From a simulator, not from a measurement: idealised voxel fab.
Process module heading - voxel spacer lines
For reference, the cross-section in this document is cut, with width 155 nm and square cells of 5 nm.
A cross-section in this document is a grid of square cells, and it is written down as bands, the top band listed before the ones below it; a band is made up of one or more rows of cells.
The entry gives the band's vertical extent as a top height and a bottom height in nm, then its horizontal make-up as materials from left to right, each with a width in nm. "air" stands for empty space; a single material marked "throughout" fills the band edge to edge.
Beneath 0, the wafer as received is one material, and that level is where height counting begins. The lowest band goes on downward without a bottom; it is written like "0..down".
Per-row width for "30 to 40": begins at first number (top row of band), ends at second number (bottom row), increment between rows held constant.
Where a step carries "everything unchanged", the cross-section came out of it unchanged, cell for cell.
So "Completely sealed voids" is basically the list of trapped voids: any empty space of 8 cells or more that can't reach the top through an opening. They're written width x height at distance, the distance being from the left edge, and it's all nm.
Past the settings on a step's line: simulator remark, on that step.
The line of a step may include "overlay nm". On a step with a mask, this value is how far to the right of its planned place the mask lay. A negative value means the mask lay to the left.

The following list gives the planned process steps:
1) RECEIVE with material Si
2) CONFORMAL_DEP with material SiO2, thk nm 10
3) DIRECTIONAL_DEP with material polySi, thk nm 10
4) DIRECTIONAL_DEP with material aC, thk nm 30
5) PATTERN with tone cover, mask id MANDREL, material resist, width nm 20, pitch nm 60, thk nm 35, overlay nm 0
6) DIRECTIONAL_ETCH with etch materials aC, depth nm 30
7) STRIP with etch materials resist
8) CONFORMAL_DEP with material SiN, thk nm 10
9) DIRECTIONAL_ETCH with etch materials SiN, depth nm 10
10) STRIP with etch materials aC
11) DIRECTIONAL_ETCH with etch materials polySi, depth nm 10
12) STRIP with etch materials SiN

First wafer of two (run as planned):

as received, after step 1:
- 0..down: Si throughout
- Completely sealed voids: none

after step 2:
- 10..0: SiO2 throughout
- Lower than 0, everything is as it was.

after step 3:
- 20..10: polySi throughout
- Lower than 10, everything is as it was.

after step 4:
- 50..20: aC throughout
- Lower than 20, everything is as it was.

after step 5:
- 85..50: air 35 nm, resist 20 nm, air 40 nm, resist 20 nm, air 40 nm
- Lower than 50, everything is as it was.

after step 6:
- 55..50: air 35 nm, resist 20 nm, air 40 nm, resist 20 nm, air 40 nm
- 50..20: air 35 nm, aC 20 nm, air 40 nm, aC 20 nm, air 40 nm
- Lower than 20, everything is as it was.

after step 7:
- 50..20: air 35 nm, aC 20 nm, air 40 nm, aC 20 nm, air 40 nm
- Lower than 20, everything is as it was.

after step 8:
- 60..50: air 25 nm, SiN 40 nm, air 20 nm, SiN 40 nm, air 30 nm
- 50..30: air 25 nm, SiN 10 nm, aC 20 nm, SiN 10 nm, air 20 nm, SiN 10 nm, aC 20 nm, SiN 10 nm, air 30 nm
- 30..20: SiN 35 nm, aC 20 nm, SiN 40 nm, aC 20 nm, SiN 40 nm
- Lower than 20, everything is as it was.

after step 9:
- 50..20: air 25 nm, SiN 10 nm, aC 20 nm, SiN 10 nm, air 20 nm, SiN 10 nm, aC 20 nm, SiN 10 nm, air 30 nm
- Lower than 20, everything is as it was.

after step 10:
- 50..20: air 25 nm, SiN 10 nm, air 20 nm, SiN 10 nm, air 20 nm, SiN 10 nm, air 20 nm, SiN 10 nm, air 30 nm
- Lower than 20, everything is as it was.

after step 11:
- 50..20: air 25 nm, SiN 10 nm, air 20 nm, SiN 10 nm, air 20 nm, SiN 10 nm, air 20 nm, SiN 10 nm, air 30 nm
- 20..10: air 25 nm, polySi 10 nm, air 20 nm, polySi 10 nm, air 20 nm, polySi 10 nm, air 20 nm, polySi 10 nm, air 30 nm
- Lower than 10, everything is as it was.

after step 12:
- 20..10: air 25 nm, polySi 10 nm, air 20 nm, polySi 10 nm, air 20 nm, polySi 10 nm, air 20 nm, polySi 10 nm, air 30 nm
- Lower than 10, everything is as it was.

Wafer two of two - same starting point, same process plan, one mistake in execution; matches wafer one up to and including step 3:

Cross-section: second wafer, time at which step 4 was scheduled to end:
- 50..10: polySi throughout
- Lower than 10, everything is as it was.

Cross-section: second wafer, time at which step 5 was scheduled to end:
- 85..50: air 35 nm, resist 20 nm, air 40 nm, resist 20 nm, air 40 nm
- Lower than 50, everything is as it was.

Cross-section: second wafer, time at which step 6 was scheduled to end:
- 55..50: air 35 nm, resist 20 nm, air 40 nm, resist 20 nm, air 40 nm
- Lower than 50, everything is as it was.

Cross-section: second wafer, time at which step 7 was scheduled to end:
- 50..10: polySi throughout
- Lower than 10, everything is as it was.

Cross-section: second wafer, time at which step 8 was scheduled to end:
- 60..50: SiN throughout
- Lower than 50, everything is as it was.

Cross-section: second wafer, time at which step 9 was scheduled to end:
- 50..10: polySi throughout
- Lower than 10, everything is as it was.

Cross-section: second wafer, time at which step 10 was scheduled to end: everything unchanged

Cross-section: second wafer, time at which step 11 was scheduled to end:
- 40..10: polySi throughout
- Lower than 10, everything is as it was.

Cross-section: second wafer, time at which step 12 was scheduled to end: everything unchanged
what went wrong: the process deviated at step 4: the operation and settings actually run there were DIRECTIONAL_DEP with material polySi, thk nm 30
Final wafer comparison in cells, second versus first, more or fewer per material: +170 polySi
